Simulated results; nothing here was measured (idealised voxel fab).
process module | voxel gate over fins
cross-section cut | 290 nm wide | cells 5 nm
A cross-section is a grid of square cells, given in bands from the top down. A band is one or more rows of cells.
Each band's line starts with the height of the band's top and of its bottom, in nm. Then come its materials from left to right, each with its width in nm. One material with "throughout" fills the band from edge to edge. "air" is empty space.
Height 0 is the level under which the wafer as received is all one material. The lowest band goes on downwards, as in "0 down".
A width such as "30 to 40" changes by the same amount from each row of cells to the next, from the band's top row to its bottom row.
"no change" after a step means that no cell of the cross-section changed.
closed voids: empty space of 8 cells or more with no open way to the top, each as width x height at its distance from the left edge, in nm
after a step's settings: what the simulator itself notes on the step
overlay nm, on a step with a mask: how far to the right of its planned place the mask lay; to the left if negative
plan
1 op RECEIVE | material Si
2 op CONFORMAL_DEP | material SiN | thk nm 5
3 op PATTERN | tone cover | mask id FINS | material resist | width nm 15 | pitch nm 40 | thk nm 15 | overlay nm 0
4 op DIRECTIONAL_ETCH | etch materials SiN | depth nm 5
5 op DIRECTIONAL_ETCH | etch materials Si | depth nm 35
6 op STRIP | etch materials resist
7 op OXIDIZE | depth nm 5
8 op FILL_DEP | material SiO2 | thk nm 5
9 op CMP | height nm 5
10 op SELECTIVE_ETCH | etch materials SiO2 | depth nm 20
11 op STRIP | etch materials SiN
12 op CONFORMAL_DEP | material HfO2 | thk nm 5
13 op CONFORMAL_DEP | material TiN | thk nm 5
14 op FILL_DEP | material W | thk nm 15
15 op CMP | height nm 20
16 op CONFORMAL_DEP | material SiN | thk nm 10
first wafer, as planned
as received, after step 1
  0 down: Si throughout
  closed voids: none
after step 2
  5 to 0: SiN throughout
  below 0: unchanged
after step 3
  20 to 5: air 75 | resist 15 | air 25 | resist 15 | air 25 | resist 15 | air 25 | resist 15 | air 80
  below 5: unchanged
after step 4
  20 to 5: air 75 | resist 15 | air 25 | resist 15 | air 25 | resist 15 | air 25 | resist 15 | air 80
  5 to 0: air 75 | SiN 15 | air 25 | SiN 15 | air 25 | SiN 15 | air 25 | SiN 15 | air 80
  below 0: unchanged
after step 5
  20 to 5: air 75 | resist 15 | air 25 | resist 15 | air 25 | resist 15 | air 25 | resist 15 | air 80
  5 to 0: air 75 | SiN 15 | air 25 | SiN 15 | air 25 | SiN 15 | air 25 | SiN 15 | air 80
  0 to -35: air 75 | Si 15 | air 25 | Si 15 | air 25 | Si 15 | air 25 | Si 15 | air 80
  below -35: unchanged
after step 6
  5 to 0: air 75 | SiN 15 | air 25 | SiN 15 | air 25 | SiN 15 | air 25 | SiN 15 | air 80
  below 0: unchanged
after step 7
  5 to 0: air 75 | SiN 15 | air 25 | SiN 15 | air 25 | SiN 15 | air 25 | SiN 15 | air 80
  0 to -35: air 75 | SiO2 5 | Si 5 | SiO2 5 | air 25 | SiO2 5 | Si 5 | SiO2 5 | air 25 | SiO2 5 | Si 5 | SiO2 5 | air 25 | SiO2 5 | Si 5 | SiO2 5 | air 80
  -35 to -40: SiO2 80 | Si 5 | SiO2 35 | Si 5 | SiO2 35 | Si 5 | SiO2 35 | Si 5 | SiO2 85
  below -40: unchanged
after step 8
  10 to 5: SiO2 throughout
  5 to 0: SiO2 75 | SiN 15 | SiO2 25 | SiN 15 | SiO2 25 | SiN 15 | SiO2 25 | SiN 15 | SiO2 80
  0 to -40: SiO2 80 | Si 5 | SiO2 35 | Si 5 | SiO2 35 | Si 5 | SiO2 35 | Si 5 | SiO2 85
  below -40: unchanged
after step 9
  5 to 0: SiO2 75 | SiN 15 | SiO2 25 | SiN 15 | SiO2 25 | SiN 15 | SiO2 25 | SiN 15 | SiO2 80
  below 0: unchanged
after step 10
  5 to 0: air 75 | SiN 15 | air 25 | SiN 15 | air 25 | SiN 15 | air 25 | SiN 15 | air 80
  0 to -15: air 80 | Si 5 | air 35 | Si 5 | air 35 | Si 5 | air 35 | Si 5 | air 85
  below -15: unchanged
after step 11
  0 to -15: air 80 | Si 5 | air 35 | Si 5 | air 35 | Si 5 | air 35 | Si 5 | air 85
  below -15: unchanged
after step 12
  5 to 0: air 75 | HfO2 15 | air 25 | HfO2 15 | air 25 | HfO2 15 | air 25 | HfO2 15 | air 80
  0 to -10: air 75 | HfO2 5 | Si 5 | HfO2 5 | air 25 | HfO2 5 | Si 5 | HfO2 5 | air 25 | HfO2 5 | Si 5 | HfO2 5 | air 25 | HfO2 5 | Si 5 | HfO2 5 | air 80
  -10 to -15: HfO2 80 | Si 5 | HfO2 35 | Si 5 | HfO2 35 | Si 5 | HfO2 35 | Si 5 | HfO2 85
  below -15: unchanged
after step 13
  10 to 5: air 70 | TiN 25 | air 15 | TiN 25 | air 15 | TiN 25 | air 15 | TiN 25 | air 75
  5 to 0: air 70 | TiN 5 | HfO2 15 | TiN 5 | air 15 | TiN 5 | HfO2 15 | TiN 5 | air 15 | TiN 5 | HfO2 15 | TiN 5 | air 15 | TiN 5 | HfO2 15 | TiN 5 | air 75
  0 to -5: air 70 | TiN 5 | HfO2 5 | Si 5 | HfO2 5 | TiN 5 | air 15 | TiN 5 | HfO2 5 | Si 5 | HfO2 5 | TiN 5 | air 15 | TiN 5 | HfO2 5 | Si 5 | HfO2 5 | TiN 5 | air 15 | TiN 5 | HfO2 5 | Si 5 | HfO2 5 | TiN 5 | air 75
  -5 to -10: TiN 75 | HfO2 5 | Si 5 | HfO2 5 | TiN 25 | HfO2 5 | Si 5 | HfO2 5 | TiN 25 | HfO2 5 | Si 5 | HfO2 5 | TiN 25 | HfO2 5 | Si 5 | HfO2 5 | TiN 80
  below -10: unchanged
after step 14
  25 to 10: W throughout
  10 to 5: W 70 | TiN 25 | W 15 | TiN 25 | W 15 | TiN 25 | W 15 | TiN 25 | W 75
  5 to 0: W 70 | TiN 5 | HfO2 15 | TiN 5 | W 15 | TiN 5 | HfO2 15 | TiN 5 | W 15 | TiN 5 | HfO2 15 | TiN 5 | W 15 | TiN 5 | HfO2 15 | TiN 5 | W 75
  0 to -5: W 70 | TiN 5 | HfO2 5 | Si 5 | HfO2 5 | TiN 5 | W 15 | TiN 5 | HfO2 5 | Si 5 | HfO2 5 | TiN 5 | W 15 | TiN 5 | HfO2 5 | Si 5 | HfO2 5 | TiN 5 | W 15 | TiN 5 | HfO2 5 | Si 5 | HfO2 5 | TiN 5 | W 75
  below -5: unchanged
after step 15
  20 to 10: W throughout
  below 10: unchanged
after step 16
  30 to 20: SiN throughout
  below 20: unchanged
second wafer: like start, like plan, one mistake. Through step 2 it matches the first wafer
when step 3 should have ended
  20 to 5: resist 75 | air 15 | resist 25 | air 15 | resist 25 | air 15 | resist 25 | air 15 | resist 80
  below 5: unchanged
when step 4 should have ended
  20 to 5: resist 75 | air 15 | resist 25 | air 15 | resist 25 | air 15 | resist 25 | air 15 | resist 80
  5 to 0: SiN 75 | air 15 | SiN 25 | air 15 | SiN 25 | air 15 | SiN 25 | air 15 | SiN 80
  below 0: unchanged
when step 5 should have ended
  20 to 5: resist 75 | air 15 | resist 25 | air 15 | resist 25 | air 15 | resist 25 | air 15 | resist 80
  5 to 0: SiN 75 | air 15 | SiN 25 | air 15 | SiN 25 | air 15 | SiN 25 | air 15 | SiN 80
  0 to -35: Si 75 | air 15 | Si 25 | air 15 | Si 25 | air 15 | Si 25 | air 15 | Si 80
  below -35: unchanged
when step 6 should have ended
  5 to 0: SiN 75 | air 15 | SiN 25 | air 15 | SiN 25 | air 15 | SiN 25 | air 15 | SiN 80
  below 0: unchanged
when step 7 should have ended
  5 to 0: SiN 75 | air 15 | SiN 25 | air 15 | SiN 25 | air 15 | SiN 25 | air 15 | SiN 80
  0 to -35: Si 70 | SiO2 5 | air 15 | SiO2 5 | Si 15 | SiO2 5 | air 15 | SiO2 5 | Si 15 | SiO2 5 | air 15 | SiO2 5 | Si 15 | SiO2 5 | air 15 | SiO2 5 | Si 75
  -35 to -40: Si 70 | SiO2 25 | Si 15 | SiO2 25 | Si 15 | SiO2 25 | Si 15 | SiO2 25 | Si 75
  below -40: unchanged
when step 8 should have ended
  10 to 5: SiO2 throughout
  5 to 0: SiN 75 | SiO2 15 | SiN 25 | SiO2 15 | SiN 25 | SiO2 15 | SiN 25 | SiO2 15 | SiN 80
  0 to -40: Si 70 | SiO2 25 | Si 15 | SiO2 25 | Si 15 | SiO2 25 | Si 15 | SiO2 25 | Si 75
  below -40: unchanged
when step 9 should have ended
  5 to 0: SiN 75 | SiO2 15 | SiN 25 | SiO2 15 | SiN 25 | SiO2 15 | SiN 25 | SiO2 15 | SiN 80
  below 0: unchanged
when step 10 should have ended
  5 to 0: SiN 75 | air 15 | SiN 25 | air 15 | SiN 25 | air 15 | SiN 25 | air 15 | SiN 80
  0 to -15: Si 70 | air 25 | Si 15 | air 25 | Si 15 | air 25 | Si 15 | air 25 | Si 75
  below -15: unchanged
when step 11 should have ended
  0 to -15: Si 70 | air 25 | Si 15 | air 25 | Si 15 | air 25 | Si 15 | air 25 | Si 75
  below -15: unchanged
when step 12 should have ended
  5 to 0: HfO2 75 | air 15 | HfO2 25 | air 15 | HfO2 25 | air 15 | HfO2 25 | air 15 | HfO2 80
  0 to -10: Si 70 | HfO2 5 | air 15 | HfO2 5 | Si 15 | HfO2 5 | air 15 | HfO2 5 | Si 15 | HfO2 5 | air 15 | HfO2 5 | Si 15 | HfO2 5 | air 15 | HfO2 5 | Si 75
  -10 to -15: Si 70 | HfO2 25 | Si 15 | HfO2 25 | Si 15 | HfO2 25 | Si 15 | HfO2 25 | Si 75
  below -15: unchanged
when step 13 should have ended
  10 to 5: TiN 80 | air 5 | TiN 35 | air 5 | TiN 35 | air 5 | TiN 35 | air 5 | TiN 85
  5 to 0: HfO2 75 | TiN 5 | air 5 | TiN 5 | HfO2 25 | TiN 5 | air 5 | TiN 5 | HfO2 25 | TiN 5 | air 5 | TiN 5 | HfO2 25 | TiN 5 | air 5 | TiN 5 | HfO2 80
  0 to -5: Si 70 | HfO2 5 | TiN 5 | air 5 | TiN 5 | HfO2 5 | Si 15 | HfO2 5 | TiN 5 | air 5 | TiN 5 | HfO2 5 | Si 15 | HfO2 5 | TiN 5 | air 5 | TiN 5 | HfO2 5 | Si 15 | HfO2 5 | TiN 5 | air 5 | TiN 5 | HfO2 5 | Si 75
  -5 to -10: Si 70 | HfO2 5 | TiN 15 | HfO2 5 | Si 15 | HfO2 5 | TiN 15 | HfO2 5 | Si 15 | HfO2 5 | TiN 15 | HfO2 5 | Si 15 | HfO2 5 | TiN 15 | HfO2 5 | Si 75
  below -10: unchanged
when step 14 should have ended
  25 to 10: W throughout
  10 to 5: TiN 80 | W 5 | TiN 35 | W 5 | TiN 35 | W 5 | TiN 35 | W 5 | TiN 85
  5 to 0: HfO2 75 | TiN 5 | W 5 | TiN 5 | HfO2 25 | TiN 5 | W 5 | TiN 5 | HfO2 25 | TiN 5 | W 5 | TiN 5 | HfO2 25 | TiN 5 | W 5 | TiN 5 | HfO2 80
  0 to -5: Si 70 | HfO2 5 | TiN 5 | W 5 | TiN 5 | HfO2 5 | Si 15 | HfO2 5 | TiN 5 | W 5 | TiN 5 | HfO2 5 | Si 15 | HfO2 5 | TiN 5 | W 5 | TiN 5 | HfO2 5 | Si 15 | HfO2 5 | TiN 5 | W 5 | TiN 5 | HfO2 5 | Si 75
  below -5: unchanged
when step 15 should have ended
  20 to 10: W throughout
  below 10: unchanged
when step 16 should have ended
  30 to 20: SiN throughout
  below 20: unchanged
what went wrong: step 3 ran as: op PATTERN | tone open | mask id FINS | material resist | width nm 15 | pitch nm 40 | thk nm 15 | overlay nm 0
at the end the second wafer has, in cells: 272 more of Si | 170 fewer of SiO2 | 102 fewer of W
